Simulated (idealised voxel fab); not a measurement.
process module | voxel transistor to metal
cross-section cut | 180 nm wide | cells 5 nm
A cross-section is a grid of square cells, given in bands from the top down. A band is one or more rows of cells.
Each band's line starts with the height of the band's top and of its bottom, in nm. Then come its materials from left to right, each with its width in nm. One material with "throughout" fills the band from edge to edge. "air" is empty space.
Height 0 is the level under which the wafer as received is all one material. The lowest band goes on downwards, as in "0 down".
A width such as "30 to 40" changes by the same amount from each row of cells to the next, from the band's top row to its bottom row.
"no change" after a step means that no cell of the cross-section changed.
closed voids: empty space of 8 cells or more with no open way to the top, each as width x height at its distance from the left edge, in nm
after a step's settings: what the simulator itself notes on the step
overlay nm, on a step with a mask: how far to the right of its planned place the mask lay; to the left if negative
Each pair below shows a cross-section before one step and the cross-section after it, down to the lowest band that changed. The line under each pair gives the step between them, with its settings. The pairs can come from different runs of this module on the same starting wafer, so a pair continues from the pair above only where its "before" says so.
before
  55 to 35: air 45 | Ru 15 | air 60 | Ru 15 | air 45
  35 to 30: air 45 | TiN 15 | air 60 | TiN 15 | air 45
  30 to 20: SiO2 45 | TiN 5 | W 5 | TiN 5 | SiO2 60 | TiN 5 | W 5 | TiN 5 | SiO2 45
  20 to 5: SiO2 45 | TiN 5 | W 5 | TiN 5 | SiO2 10 | SiN 5 | HfO2 5 | TiN 5 | W 10 | TiN 5 | HfO2 5 | SiN 5 | SiO2 10 | TiN 5 | W 5 | TiN 5 | SiO2 45
  5 to 0: SiO2 25 | SiN 5 | SiO2 15 | TiN 5 | W 5 | TiN 5 | SiGe 10 | SiN 5 | HfO2 5 | TiN 20 | HfO2 5 | SiN 5 | SiGe 10 | TiN 5 | W 5 | TiN 5 | SiO2 15 | SiN 5 | SiO2 25
  0 to -5: SiO2 45 | TiN 15 | SiGe 10 | HfO2 40 | SiGe 10 | TiN 15 | SiO2 45
  -5 to -15: SiO2 30 | SiGe 40 | Si 40 | SiGe 40 | SiO2 30
  -15 to -30: SiO2 30 | Si 120 | SiO2 30
  -30 down: Si throughout
  closed voids: none
after
  60 to 55: air 40 | SiN 25 | air 50 | SiN 25 | air 40
  55 to 35: air 40 | SiN 5 | Ru 15 | SiN 5 | air 50 | SiN 5 | Ru 15 | SiN 5 | air 40
  35 to 30: SiN 45 | TiN 15 | SiN 60 | TiN 15 | SiN 45
  below 30: unchanged
  closed voids: none
the step between: op CONFORMAL_DEP | material SiN | thk nm 5
before: the cross-section after the pair above
after
  70 to 60: lowk throughout
  60 to 55: lowk 40 | SiN 25 | lowk 50 | SiN 25 | lowk 40
  55 to 35: lowk 40 | SiN 5 | Ru 15 | SiN 5 | lowk 50 | SiN 5 | Ru 15 | SiN 5 | lowk 40
  below 35: unchanged
  closed voids: none
the step between: op FILL_DEP | material lowk | thk nm 10
before: the cross-section after the pair above
after
  55 to 35: lowk 40 | SiN 5 | Ru 15 | SiN 5 | lowk 50 | SiN 5 | Ru 15 | SiN 5 | lowk 40
  below 35: unchanged
  closed voids: none
the step between: op CMP | height nm 55
before: the cross-section after the pair above
after
  60 to 55: SiCN throughout
  below 55: unchanged
  closed voids: none
the step between: op CONFORMAL_DEP | material SiCN | thk nm 5
before
  25 to 15: aC throughout
  15 to 5: SiN throughout
  5 to 0: SiO2 throughout
  0 down: Si throughout
  closed voids: none
after
  55 to 25: air 45 | resist 110 | air 25
  below 25: unchanged
  closed voids: none
the step between: op PATTERN | tone cover | mask id ACTIVE | material resist | width nm 110 | thk nm 30 | overlay nm 10
before: the cross-section after the pair above
after
  45 to 25: air 45 | resist 110 | air 25
  25 to 15: air 45 | aC 110 | air 25
  below 15: unchanged
  closed voids: none
the step between: op DIRECTIONAL_ETCH | etch materials aC | depth nm 10
before: the cross-section after the pair above
after
  25 to 15: air 45 | aC 110 | air 25
  below 15: unchanged
  closed voids: none
the step between: op STRIP | etch materials resist
before: the cross-section after the pair above
after
  25 to 15: air 45 | aC 110 | air 25
  15 to 5: air 45 | SiN 110 | air 25
  below 5: unchanged
  closed voids: none
the step between: op DIRECTIONAL_ETCH | etch materials SiN | depth nm 10
before: the cross-section after the pair above
after
  25 to 15: air 45 | aC 110 | air 25
  15 to 5: air 45 | SiN 110 | air 25
  5 to 0: air 45 | SiO2 110 | air 25
  below 0: unchanged
  closed voids: none
the step between: op DIRECTIONAL_ETCH | etch materials SiO2 | depth nm 5
before: the cross-section after the pair above
after
  25 to 15: air 45 | aC 110 | air 25
  15 to 5: air 45 | SiN 110 | air 25
  5 to 0: air 45 | SiO2 110 | air 25
  0 to -30: air 45 | Si 110 | air 25
  below -30: unchanged
  closed voids: none
the step between: op DIRECTIONAL_ETCH | etch materials Si | depth nm 30
before: the cross-section after the pair above
after
  15 to 5: air 45 | SiN 110 | air 25
  below 5: unchanged
  closed voids: none
the step between: op STRIP | etch materials aC
before: the cross-section after the pair above
after
  25 to 15: SiO2 throughout
  15 to 5: SiO2 45 | SiN 110 | SiO2 25
  5 to 0: SiO2 throughout
  0 to -30: SiO2 45 | Si 110 | SiO2 25
  below -30: unchanged
  closed voids: none
the step between: op FILL_DEP | material SiO2 | thk nm 10
before: the cross-section after the pair above
after
  15 to 5: SiO2 45 | SiN 110 | SiO2 25
  below 5: unchanged
  closed voids: none
the step between: op CMP | height nm 15
before: the cross-section after the pair above
after
  15 to 10: air 45 | SiN 110 | air 25
  below 10: unchanged
  closed voids: none
the step between: op SELECTIVE_ETCH | etch materials SiO2 | depth nm 5
before: the cross-section after the pair above
after
  10 to 5: SiO2 45 | air 110 | SiO2 25
  below 5: unchanged
  closed voids: none
the step between: op STRIP | etch materials SiN
before: the cross-section after the pair above
after
  5 to 0: SiO2 40 | air 120 | SiO2 20
  below 0: unchanged
  closed voids: none
the step between: op SELECTIVE_ETCH | etch materials SiO2 | depth nm 5
before: the cross-section after the pair above
after
  5 to 0: SiO2 40 | air 120 | SiO2 20
  0 to -5: SiO2 throughout
  below -5: unchanged
  closed voids: none
the step between: op OXIDIZE | depth nm 5
before: the cross-section after the pair above
after
  30 to 25: polySi 40 | air 120 | polySi 20
  25 to 5: polySi throughout
  5 to 0: SiO2 40 | polySi 120 | SiO2 20
  below 0: unchanged
  closed voids: none
the step between: op DIRECTIONAL_DEP | material polySi | thk nm 25
before: the cross-section after the pair above
after
  45 to 40: SiCN 40 | air 120 | SiCN 20
  40 to 30: SiCN throughout
  30 to 25: polySi 40 | SiCN 120 | polySi 20
  below 25: unchanged
  closed voids: none
the step between: op DIRECTIONAL_DEP | material SiCN | thk nm 15
before: the cross-section after the pair above
after
  65 to 45: air 75 | resist 30 | air 75
  45 to 40: SiCN 40 | air 35 | resist 30 | air 55 | SiCN 20
  below 40: unchanged
  closed voids: none
the step between: op PATTERN | tone cover | mask id GATE | material resist | width nm 30 | thk nm 20 | overlay nm 0
before: the cross-section after the pair above
after
  65 to 40: air 75 | resist 30 | air 75
  40 to 30: air 75 | SiCN 30 | air 75
  30 to 25: polySi 40 | air 35 | SiCN 30 | air 55 | polySi 20
  below 25: unchanged
  closed voids: none
the step between: op DIRECTIONAL_ETCH | etch materials SiCN | depth nm 25
before: the cross-section after the pair above
after
  65 to 40: air 75 | resist 30 | air 75
  40 to 25: air 75 | SiCN 30 | air 75
  25 to 5: air 75 | polySi 30 | air 75
  5 to 0: SiO2 40 | air 35 | polySi 30 | air 55 | SiO2 20
  below 0: unchanged
  closed voids: none
the step between: op DIRECTIONAL_ETCH | etch materials polySi | depth nm 35
before: the cross-section after the pair above
after
  40 to 25: air 75 | SiCN 30 | air 75
  below 25: unchanged
  closed voids: none
the step between: op STRIP | etch materials resist
before: the cross-section after the pair above
after
  45 to 40: air 70 | SiN 40 | air 70
  40 to 25: air 70 | SiN 5 | SiCN 30 | SiN 5 | air 70
  25 to 10: air 70 | SiN 5 | polySi 30 | SiN 5 | air 70
  10 to 5: SiN 45 | air 25 | SiN 5 | polySi 30 | SiN 5 | air 45 | SiN 25
  5 to 0: SiO2 40 | SiN 35 | polySi 30 | SiN 55 | SiO2 20
  below 0: unchanged
  closed voids: none
the step between: op CONFORMAL_DEP | material SiN | thk nm 5
before: the cross-section after the pair above
after
  40 to 25: air 70 | SiN 5 | SiCN 30 | SiN 5 | air 70
  25 to 5: air 70 | SiN 5 | polySi 30 | SiN 5 | air 70
  5 to 0: SiO2 40 | SiN 5 | air 25 | SiN 5 | polySi 30 | SiN 5 | air 45 | SiN 5 | SiO2 20
  below 0: unchanged
  closed voids: none
the step between: op DIRECTIONAL_ETCH | etch materials SiN | depth nm 5
before: the cross-section after the pair above
after
  40 to 25: air 70 | SiN 5 | SiCN 30 | SiN 5 | air 70
  25 to 5: air 70 | SiN 5 | polySi 30 | SiN 5 | air 70
  5 to 0: air 40 | SiN 5 | air 25 | SiN 5 | polySi 30 | SiN 5 | air 45 | SiN 5 | air 20
  0 to -5: SiO2 45 | air 25 | SiO2 40 | air 45 | SiO2 25
  below -5: unchanged
  closed voids: none
the step between: op DIRECTIONAL_ETCH | etch materials SiO2 | depth nm 5
before: the cross-section after the pair above
after
  40 to 25: air 70 | SiN 5 | SiCN 30 | SiN 5 | air 70
  25 to 5: air 70 | SiN 5 | polySi 30 | SiN 5 | air 70
  5 to 0: air 40 | SiN 5 | air 25 | SiN 5 | polySi 30 | SiN 5 | air 45 | SiN 5 | air 20
  0 to -5: SiO2 45 | air 25 | SiO2 40 | air 45 | SiO2 25
  -5 to -15: SiO2 45 | air 25 | Si 40 | air 45 | SiO2 25
  below -15: unchanged
  closed voids: none
the step between: op DIRECTIONAL_ETCH | etch materials Si | depth nm 10
before: the cross-section after the pair above
after
  40 to 25: air 70 | SiN 5 | SiCN 30 | SiN 5 | air 70
  25 to 5: air 70 | SiN 5 | polySi 30 | SiN 5 | air 70
  5 to 0: air 40 | SiN 5 | air 15 | SiGe 10 | SiN 5 | polySi 30 | SiN 5 | SiGe 10 | air 35 | SiN 5 | air 20
  0 to -5: SiO2 45 | air 15 | SiGe 10 | SiO2 40 | SiGe 10 | air 35 | SiO2 25
  -5 to -15: SiO2 45 | SiGe 25 | Si 40 | SiGe 45 | SiO2 25
  below -15: unchanged
  closed voids: none
the step between: op EPI | material SiGe | thk nm 10
before: the cross-section after the pair above
after
  50 to 40: SiO2 throughout
  40 to 25: SiO2 70 | SiN 5 | SiCN 30 | SiN 5 | SiO2 70
  25 to 5: SiO2 70 | SiN 5 | polySi 30 | SiN 5 | SiO2 70
  5 to 0: SiO2 40 | SiN 5 | SiO2 15 | SiGe 10 | SiN 5 | polySi 30 | SiN 5 | SiGe 10 | SiO2 35 | SiN 5 | SiO2 20
  0 to -5: SiO2 60 | SiGe 10 | SiO2 40 | SiGe 10 | SiO2 60
  below -5: unchanged
  closed voids: none
the step between: op FILL_DEP | material SiO2 | thk nm 10
before: the cross-section after the pair above
after
  25 to 5: SiO2 70 | SiN 5 | polySi 30 | SiN 5 | SiO2 70
  below 5: unchanged
  closed voids: none
the step between: op CMP | height nm 25
before: the cross-section after the pair above
after
  25 to 5: SiO2 70 | SiN 5 | air 30 | SiN 5 | SiO2 70
  5 to 0: SiO2 40 | SiN 5 | SiO2 15 | SiGe 10 | SiN 5 | air 30 | SiN 5 | SiGe 10 | SiO2 35 | SiN 5 | SiO2 20
  below 0: unchanged
  closed voids: none
the step between: op STRIP | etch materials polySi
before: the cross-section after the pair above
after
  25 to 20: air 70 | SiN 5 | air 30 | SiN 5 | air 70
  20 to 5: SiO2 70 | SiN 5 | air 30 | SiN 5 | SiO2 70
  5 to 0: SiO2 40 | SiN 5 | SiO2 15 | SiGe 10 | SiN 5 | air 30 | SiN 5 | SiGe 10 | SiO2 35 | SiN 5 | SiO2 20
  0 to -5: SiO2 60 | SiGe 10 | air 40 | SiGe 10 | SiO2 60
  below -5: unchanged
  closed voids: none
the step between: op SELECTIVE_ETCH | etch materials SiO2 | depth nm 5
before: the cross-section after the pair above
after
  30 to 25: air 65 | HfO2 15 | air 20 | HfO2 15 | air 65
  25 to 20: HfO2 70 | SiN 5 | HfO2 5 | air 20 | HfO2 5 | SiN 5 | HfO2 70
  20 to 5: SiO2 70 | SiN 5 | HfO2 5 | air 20 | HfO2 5 | SiN 5 | SiO2 70
  5 to 0: SiO2 40 | SiN 5 | SiO2 15 | SiGe 10 | SiN 5 | HfO2 5 | air 20 | HfO2 5 | SiN 5 | SiGe 10 | SiO2 35 | SiN 5 | SiO2 20
  0 to -5: SiO2 60 | SiGe 10 | HfO2 40 | SiGe 10 | SiO2 60
  below -5: unchanged
  closed voids: none
the step between: op CONFORMAL_DEP | material HfO2 | thk nm 5
before: the cross-section after the pair above
after
  35 to 30: air 60 | TiN 25 | air 10 | TiN 25 | air 60
  30 to 25: TiN 65 | HfO2 15 | TiN 5 | air 10 | TiN 5 | HfO2 15 | TiN 65
  25 to 20: HfO2 70 | SiN 5 | HfO2 5 | TiN 5 | air 10 | TiN 5 | HfO2 5 | SiN 5 | HfO2 70
  20 to 5: SiO2 70 | SiN 5 | HfO2 5 | TiN 5 | air 10 | TiN 5 | HfO2 5 | SiN 5 | SiO2 70
  5 to 0: SiO2 40 | SiN 5 | SiO2 15 | SiGe 10 | SiN 5 | HfO2 5 | TiN 20 | HfO2 5 | SiN 5 | SiGe 10 | SiO2 35 | SiN 5 | SiO2 20
  below 0: unchanged
  closed voids: none
the step between: op CONFORMAL_DEP | material TiN | thk nm 5
before: the cross-section after the pair above
after
  45 to 35: W throughout
  35 to 30: W 60 | TiN 25 | W 10 | TiN 25 | W 60
  30 to 25: TiN 65 | HfO2 15 | TiN 5 | W 10 | TiN 5 | HfO2 15 | TiN 65
  25 to 20: HfO2 70 | SiN 5 | HfO2 5 | TiN 5 | W 10 | TiN 5 | HfO2 5 | SiN 5 | HfO2 70
  20 to 5: SiO2 70 | SiN 5 | HfO2 5 | TiN 5 | W 10 | TiN 5 | HfO2 5 | SiN 5 | SiO2 70
  below 5: unchanged
  closed voids: none
the step between: op FILL_DEP | material W | thk nm 10
before: the cross-section after the pair above
after
  20 to 5: SiO2 70 | SiN 5 | HfO2 5 | TiN 5 | W 10 | TiN 5 | HfO2 5 | SiN 5 | SiO2 70
  below 5: unchanged
  closed voids: none
the step between: op CMP | height nm 20
before: the cross-section after the pair above
after
  30 to 20: SiO2 throughout
  below 20: unchanged
  closed voids: none
the step between: op DIRECTIONAL_DEP | material SiO2 | thk nm 10
before: the cross-section after the pair above
after
  40 to 30: aC throughout
  below 30: unchanged
  closed voids: none
the step between: op DIRECTIONAL_DEP | material aC | thk nm 10
before: the cross-section after the pair above
after
  65 to 40: resist 45 | air 15 | resist 60 | air 15 | resist 45
  below 40: unchanged
  closed voids: none
the step between: op PATTERN | tone open | mask id CONTACT | material resist | width nm 15 | pitch nm 75 | thk nm 25 | overlay nm 0
before: the cross-section after the pair above
after
  55 to 40: resist 45 | air 15 | resist 60 | air 15 | resist 45
  40 to 30: aC 45 | air 15 | aC 60 | air 15 | aC 45
  below 30: unchanged
  closed voids: none
the step between: op DIRECTIONAL_ETCH | etch materials aC | depth nm 10
before: the cross-section after the pair above
after
  40 to 30: aC 45 | air 15 | aC 60 | air 15 | aC 45
  below 30: unchanged
  closed voids: none
the step between: op STRIP | etch materials resist
before: the cross-section after the pair above
after
  40 to 30: aC 45 | air 15 | aC 60 | air 15 | aC 45
  30 to 20: SiO2 45 | air 15 | SiO2 60 | air 15 | SiO2 45
  20 to 5: SiO2 45 | air 15 | SiO2 10 | SiN 5 | HfO2 5 | TiN 5 | W 10 | TiN 5 | HfO2 5 | SiN 5 | SiO2 10 | air 15 | SiO2 45
  5 to 0: SiO2 40 | SiN 5 | air 15 | SiGe 10 | SiN 5 | HfO2 5 | TiN 20 | HfO2 5 | SiN 5 | SiGe 10 | air 15 | SiO2 20 | SiN 5 | SiO2 20
  0 to -5: SiO2 45 | air 15 | SiGe 10 | HfO2 40 | SiGe 10 | air 15 | SiO2 45
  below -5: unchanged
  closed voids: none
the step between: op DIRECTIONAL_ETCH | etch materials SiO2 | depth nm 35
before: the cross-section after the pair above
after
  30 to 20: SiO2 45 | air 15 | SiO2 60 | air 15 | SiO2 45
  below 20: unchanged
  closed voids: none
the step between: op STRIP | etch materials aC
before: the cross-section after the pair above
after
  35 to 30: TiN 50 | air 5 | TiN 70 | air 5 | TiN 50
  30 to 20: SiO2 45 | TiN 5 | air 5 | TiN 5 | SiO2 60 | TiN 5 | air 5 | TiN 5 | SiO2 45
  20 to 5: SiO2 45 | TiN 5 | air 5 | TiN 5 | SiO2 10 | SiN 5 | HfO2 5 | TiN 5 | W 10 | TiN 5 | HfO2 5 | SiN 5 | SiO2 10 | TiN 5 | air 5 | TiN 5 | SiO2 45
  5 to 0: SiO2 40 | SiN 5 | TiN 5 | air 5 | TiN 5 | SiGe 10 | SiN 5 | HfO2 5 | TiN 20 | HfO2 5 | SiN 5 | SiGe 10 | TiN 5 | air 5 | TiN 5 | SiO2 20 | SiN 5 | SiO2 20
  0 to -5: SiO2 45 | TiN 15 | SiGe 10 | HfO2 40 | SiGe 10 | TiN 15 | SiO2 45
  below -5: unchanged
  closed voids: none
the step between: op CONFORMAL_DEP | material TiN | thk nm 5
before: the cross-section after the pair above
after
  40 to 35: W throughout
  35 to 30: TiN 50 | W 5 | TiN 70 | W 5 | TiN 50
  30 to 20: SiO2 45 | TiN 5 | W 5 | TiN 5 | SiO2 60 | TiN 5 | W 5 | TiN 5 | SiO2 45
  20 to 5: SiO2 45 | TiN 5 | W 5 | TiN 5 | SiO2 10 | SiN 5 | HfO2 5 | TiN 5 | W 10 | TiN 5 | HfO2 5 | SiN 5 | SiO2 10 | TiN 5 | W 5 | TiN 5 | SiO2 45
  5 to 0: SiO2 40 | SiN 5 | TiN 5 | W 5 | TiN 5 | SiGe 10 | SiN 5 | HfO2 5 | TiN 20 | HfO2 5 | SiN 5 | SiGe 10 | TiN 5 | W 5 | TiN 5 | SiO2 20 | SiN 5 | SiO2 20
  below 0: unchanged
  closed voids: none
the step between: op FILL_DEP | material W | thk nm 5
before: the cross-section after the pair above
after
  30 to 20: SiO2 45 | TiN 5 | W 5 | TiN 5 | SiO2 60 | TiN 5 | W 5 | TiN 5 | SiO2 45
  below 20: unchanged
  closed voids: none
the step between: op CMP | height nm 30
before: the cross-section after the pair above
after
  35 to 30: TiN throughout
  below 30: unchanged
  closed voids: none
the step between: op DIRECTIONAL_DEP | material TiN | thk nm 5
before: the cross-section after the pair above
after
  55 to 35: Ru throughout
  below 35: unchanged
  closed voids: none
the step between: op DIRECTIONAL_DEP | material Ru | thk nm 20
before: the cross-section after the pair above
after
  70 to 55: aC throughout
  below 55: unchanged
  closed voids: none
the step between: op DIRECTIONAL_DEP | material aC | thk nm 15
before: the cross-section after the pair above
after
  105 to 70: air 45 | resist 15 | air 60 | resist 15 | air 45
  below 70: unchanged
  closed voids: none
the step between: op PATTERN | tone cover | mask id METAL_1 | material resist | width nm 15 | pitch nm 75 | thk nm 35 | overlay nm 0
before: the cross-section after the pair above
after
  90 to 70: air 45 | resist 15 | air 60 | resist 15 | air 45
  70 to 55: air 45 | aC 15 | air 60 | aC 15 | air 45
  below 55: unchanged
  closed voids: none
the step between: op DIRECTIONAL_ETCH | etch materials aC | depth nm 15
before: the cross-section after the pair above
after
  70 to 55: air 45 | aC 15 | air 60 | aC 15 | air 45
  below 55: unchanged
  closed voids: none
the step between: op STRIP | etch materials resist
before: the cross-section after the pair above
after
  70 to 55: air 45 | aC 15 | air 60 | aC 15 | air 45
  55 to 35: air 45 | Ru 15 | air 60 | Ru 15 | air 45
  below 35: unchanged
  closed voids: none
the step between: op DIRECTIONAL_ETCH | etch materials Ru | depth nm 20
before: the cross-section after the pair above
after
  70 to 55: air 45 | aC 15 | air 60 | aC 15 | air 45
  55 to 35: air 45 | Ru 15 | air 60 | Ru 15 | air 45
  35 to 30: air 45 | TiN 15 | air 60 | TiN 15 | air 45
  below 30: unchanged
  closed voids: none
the step between: op DIRECTIONAL_ETCH | etch materials TiN | depth nm 5
before: the cross-section after the pair above
after
  55 to 35: air 45 | Ru 15 | air 60 | Ru 15 | air 45
  below 35: unchanged
  closed voids: none
the step between: op STRIP | etch materials aC
before: the cross-section after the pair above
after
  60 to 55: air 40 | SiN 25 | air 50 | SiN 25 | air 40
  55 to 35: air 40 | SiN 5 | Ru 15 | SiN 5 | air 50 | SiN 5 | Ru 15 | SiN 5 | air 40
  35 to 30: SiN 45 | TiN 15 | SiN 60 | TiN 15 | SiN 45
  below 30: unchanged
  closed voids: none
the step between: op CONFORMAL_DEP | material SiN | thk nm 5
before: the cross-section after the pair above
after
  70 to 60: lowk throughout
  60 to 55: lowk 40 | SiN 25 | lowk 50 | SiN 25 | lowk 40
  55 to 35: lowk 40 | SiN 5 | Ru 15 | SiN 5 | lowk 50 | SiN 5 | Ru 15 | SiN 5 | lowk 40
  below 35: unchanged
  closed voids: none
the step between: op FILL_DEP | material lowk | thk nm 10
before: the cross-section after the pair above
after
  55 to 35: lowk 40 | SiN 5 | Ru 15 | SiN 5 | lowk 50 | SiN 5 | Ru 15 | SiN 5 | lowk 40
  below 35: unchanged
  closed voids: none
the step between: op CMP | height nm 55
before: the cross-section after the pair above
after
  60 to 55: SiCN throughout
  below 55: unchanged
  closed voids: none
the step between: op CONFORMAL_DEP | material SiCN | thk nm 5
before
  40 to 25: air 75 | SiCN 30 | air 75
  25 to 5: air 75 | polySi 30 | air 75
  5 to 0: SiO2 30 | air 45 | polySi 30 | air 45 | SiO2 30
  0 to -5: SiO2 throughout
  -5 to -30: SiO2 35 | Si 110 | SiO2 35
  -30 down: Si throughout
  closed voids: none
after
  45 to 25: air 70 | SiCN 40 | air 70
  25 to 10: air 70 | SiCN 5 | polySi 30 | SiCN 5 | air 70
  10 to 5: SiCN 35 | air 35 | SiCN 5 | polySi 30 | SiCN 5 | air 35 | SiCN 35
  5 to 0: SiO2 30 | SiCN 45 | polySi 30 | SiCN 45 | SiO2 30
  below 0: unchanged
  closed voids: none
the step between: op CONFORMAL_DEP | material SiCN | thk nm 5
before: the cross-section after the pair above
after
  55 to 45: SiO2 throughout
  45 to 25: SiO2 70 | SiCN 40 | SiO2 70
  25 to 10: SiO2 70 | SiCN 5 | polySi 30 | SiCN 5 | SiO2 70
  10 to 5: SiCN 35 | SiO2 35 | SiCN 5 | polySi 30 | SiCN 5 | SiO2 35 | SiCN 35
  below 5: unchanged
  closed voids: none
the step between: op FILL_DEP | material SiO2 | thk nm 10
before: the cross-section after the pair above
after
  25 to 10: SiO2 70 | SiCN 5 | polySi 30 | SiCN 5 | SiO2 70
  below 10: unchanged
  closed voids: none
the step between: op CMP | height nm 25
before: the cross-section after the pair above
after
  25 to 10: SiO2 70 | SiCN 5 | air 30 | SiCN 5 | SiO2 70
  10 to 5: SiCN 35 | SiO2 35 | SiCN 5 | air 30 | SiCN 5 | SiO2 35 | SiCN 35
  5 to 0: SiO2 30 | SiCN 45 | air 30 | SiCN 45 | SiO2 30
  below 0: unchanged
  closed voids: none
the step between: op STRIP | etch materials polySi
before: the cross-section after the pair above
after
  25 to 20: air 70 | SiCN 5 | air 30 | SiCN 5 | air 70
  20 to 10: SiO2 70 | SiCN 5 | air 30 | SiCN 5 | SiO2 70
  10 to 5: SiCN 35 | SiO2 35 | SiCN 5 | air 30 | SiCN 5 | SiO2 35 | SiCN 35
  5 to 0: SiO2 30 | SiCN 45 | air 30 | SiCN 45 | SiO2 30
  0 to -5: SiO2 70 | air 40 | SiO2 70
  below -5: unchanged
  closed voids: none
the step between: op SELECTIVE_ETCH | etch materials SiO2 | depth nm 5
before: the cross-section after the pair above
after
  30 to 25: air 65 | HfO2 15 | air 20 | HfO2 15 | air 65
  25 to 20: HfO2 70 | SiCN 5 | HfO2 5 | air 20 | HfO2 5 | SiCN 5 | HfO2 70
  20 to 10: SiO2 70 | SiCN 5 | HfO2 5 | air 20 | HfO2 5 | SiCN 5 | SiO2 70
  10 to 5: SiCN 35 | SiO2 35 | SiCN 5 | HfO2 5 | air 20 | HfO2 5 | SiCN 5 | SiO2 35 | SiCN 35
  5 to 0: SiO2 30 | SiCN 45 | HfO2 5 | air 20 | HfO2 5 | SiCN 45 | SiO2 30
  0 to -5: SiO2 70 | HfO2 40 | SiO2 70
  below -5: unchanged
  closed voids: none
the step between: op CONFORMAL_DEP | material HfO2 | thk nm 5
before: the cross-section after the pair above
after
  35 to 30: air 60 | TiN 25 | air 10 | TiN 25 | air 60
  30 to 25: TiN 65 | HfO2 15 | TiN 5 | air 10 | TiN 5 | HfO2 15 | TiN 65
  25 to 20: HfO2 70 | SiCN 5 | HfO2 5 | TiN 5 | air 10 | TiN 5 | HfO2 5 | SiCN 5 | HfO2 70
  20 to 10: SiO2 70 | SiCN 5 | HfO2 5 | TiN 5 | air 10 | TiN 5 | HfO2 5 | SiCN 5 | SiO2 70
  10 to 5: SiCN 35 | SiO2 35 | SiCN 5 | HfO2 5 | TiN 5 | air 10 | TiN 5 | HfO2 5 | SiCN 5 | SiO2 35 | SiCN 35
  5 to 0: SiO2 30 | SiCN 45 | HfO2 5 | TiN 20 | HfO2 5 | SiCN 45 | SiO2 30
  below 0: unchanged
  closed voids: none
the step between: op CONFORMAL_DEP | material TiN | thk nm 5
before: the cross-section after the pair above
after
  45 to 35: W throughout
  35 to 30: W 60 | TiN 25 | W 10 | TiN 25 | W 60
  30 to 25: TiN 65 | HfO2 15 | TiN 5 | W 10 | TiN 5 | HfO2 15 | TiN 65
  25 to 20: HfO2 70 | SiCN 5 | HfO2 5 | TiN 5 | W 10 | TiN 5 | HfO2 5 | SiCN 5 | HfO2 70
  20 to 10: SiO2 70 | SiCN 5 | HfO2 5 | TiN 5 | W 10 | TiN 5 | HfO2 5 | SiCN 5 | SiO2 70
  10 to 5: SiCN 35 | SiO2 35 | SiCN 5 | HfO2 5 | TiN 5 | W 10 | TiN 5 | HfO2 5 | SiCN 5 | SiO2 35 | SiCN 35
  below 5: unchanged
  closed voids: none
the step between: op FILL_DEP | material W | thk nm 10
before: the cross-section after the pair above
after
  20 to 10: SiO2 70 | SiCN 5 | HfO2 5 | TiN 5 | W 10 | TiN 5 | HfO2 5 | SiCN 5 | SiO2 70
  below 10: unchanged
  closed voids: none
the step between: op CMP | height nm 20
before: the cross-section after the pair above
after
  30 to 20: SiO2 throughout
  below 20: unchanged
  closed voids: none
the step between: op DIRECTIONAL_DEP | material SiO2 | thk nm 10
before: the cross-section after the pair above
after
  40 to 30: aC throughout
  below 30: unchanged
  closed voids: none
the step between: op DIRECTIONAL_DEP | material aC | thk nm 10
before: the cross-section after the pair above
after
  65 to 40: resist 45 | air 15 | resist 60 | air 15 | resist 45
  below 40: unchanged
  closed voids: none
the step between: op PATTERN | tone open | mask id CONTACT | material resist | width nm 15 | pitch nm 75 | thk nm 25 | overlay nm 0
before: the cross-section after the pair above
after
  55 to 40: resist 45 | air 15 | resist 60 | air 15 | resist 45
  40 to 30: aC 45 | air 15 | aC 60 | air 15 | aC 45
  below 30: unchanged
  closed voids: none
the step between: op DIRECTIONAL_ETCH | etch materials aC | depth nm 10
before: the cross-section after the pair above
after
  40 to 30: aC 45 | air 15 | aC 60 | air 15 | aC 45
  below 30: unchanged
  closed voids: none
the step between: op STRIP | etch materials resist
before: the cross-section after the pair above
after
  40 to 30: aC 45 | air 15 | aC 60 | air 15 | aC 45
  30 to 20: SiO2 45 | air 15 | SiO2 60 | air 15 | SiO2 45
  20 to 10: SiO2 45 | air 15 | SiO2 10 | SiCN 5 | HfO2 5 | TiN 5 | W 10 | TiN 5 | HfO2 5 | SiCN 5 | SiO2 10 | air 15 | SiO2 45
  10 to 5: SiCN 35 | SiO2 10 | air 15 | SiO2 10 | SiCN 5 | HfO2 5 | TiN 5 | W 10 | TiN 5 | HfO2 5 | SiCN 5 | SiO2 10 | air 15 | SiO2 10 | SiCN 35
  below 5: unchanged
  closed voids: none
the step between: op DIRECTIONAL_ETCH | etch materials SiO2 | depth nm 35
before: the cross-section after the pair above
after
  30 to 20: SiO2 45 | air 15 | SiO2 60 | air 15 | SiO2 45
  below 20: unchanged
  closed voids: none
the step between: op STRIP | etch materials aC
before: the cross-section after the pair above
after
  35 to 30: TiN 50 | air 5 | TiN 70 | air 5 | TiN 50
  30 to 20: SiO2 45 | TiN 5 | air 5 | TiN 5 | SiO2 60 | TiN 5 | air 5 | TiN 5 | SiO2 45
  20 to 10: SiO2 45 | TiN 5 | air 5 | TiN 5 | SiO2 10 | SiCN 5 | HfO2 5 | TiN 5 | W 10 | TiN 5 | HfO2 5 | SiCN 5 | SiO2 10 | TiN 5 | air 5 | TiN 5 | SiO2 45
  10 to 5: SiCN 35 | SiO2 10 | TiN 15 | SiO2 10 | SiCN 5 | HfO2 5 | TiN 5 | W 10 | TiN 5 | HfO2 5 | SiCN 5 | SiO2 10 | TiN 15 | SiO2 10 | SiCN 35
  below 5: unchanged
  closed voids: none
the step between: op CONFORMAL_DEP | material TiN | thk nm 5
before: the cross-section after the pair above
after
  40 to 35: W throughout
  35 to 30: TiN 50 | W 5 | TiN 70 | W 5 | TiN 50
  30 to 20: SiO2 45 | TiN 5 | W 5 | TiN 5 | SiO2 60 | TiN 5 | W 5 | TiN 5 | SiO2 45
  20 to 10: SiO2 45 | TiN 5 | W 5 | TiN 5 | SiO2 10 | SiCN 5 | HfO2 5 | TiN 5 | W 10 | TiN 5 | HfO2 5 | SiCN 5 | SiO2 10 | TiN 5 | W 5 | TiN 5 | SiO2 45
  below 10: unchanged
  closed voids: none
the step between: op FILL_DEP | material W | thk nm 5
before: the cross-section after the pair above
after
  30 to 20: SiO2 45 | TiN 5 | W 5 | TiN 5 | SiO2 60 | TiN 5 | W 5 | TiN 5 | SiO2 45
  below 20: unchanged
  closed voids: none
the step between: op CMP | height nm 30
before: the cross-section after the pair above
after
  35 to 30: TiN throughout
  below 30: unchanged
  closed voids: none
the step between: op DIRECTIONAL_DEP | material TiN | thk nm 5
before: the cross-section after the pair above
after
  55 to 35: Ru throughout
  below 35: unchanged
  closed voids: none
the step between: op DIRECTIONAL_DEP | material Ru | thk nm 20
before: the cross-section after the pair above
after
  70 to 55: aC throughout
  below 55: unchanged
  closed voids: none
the step between: op DIRECTIONAL_DEP | material aC | thk nm 15
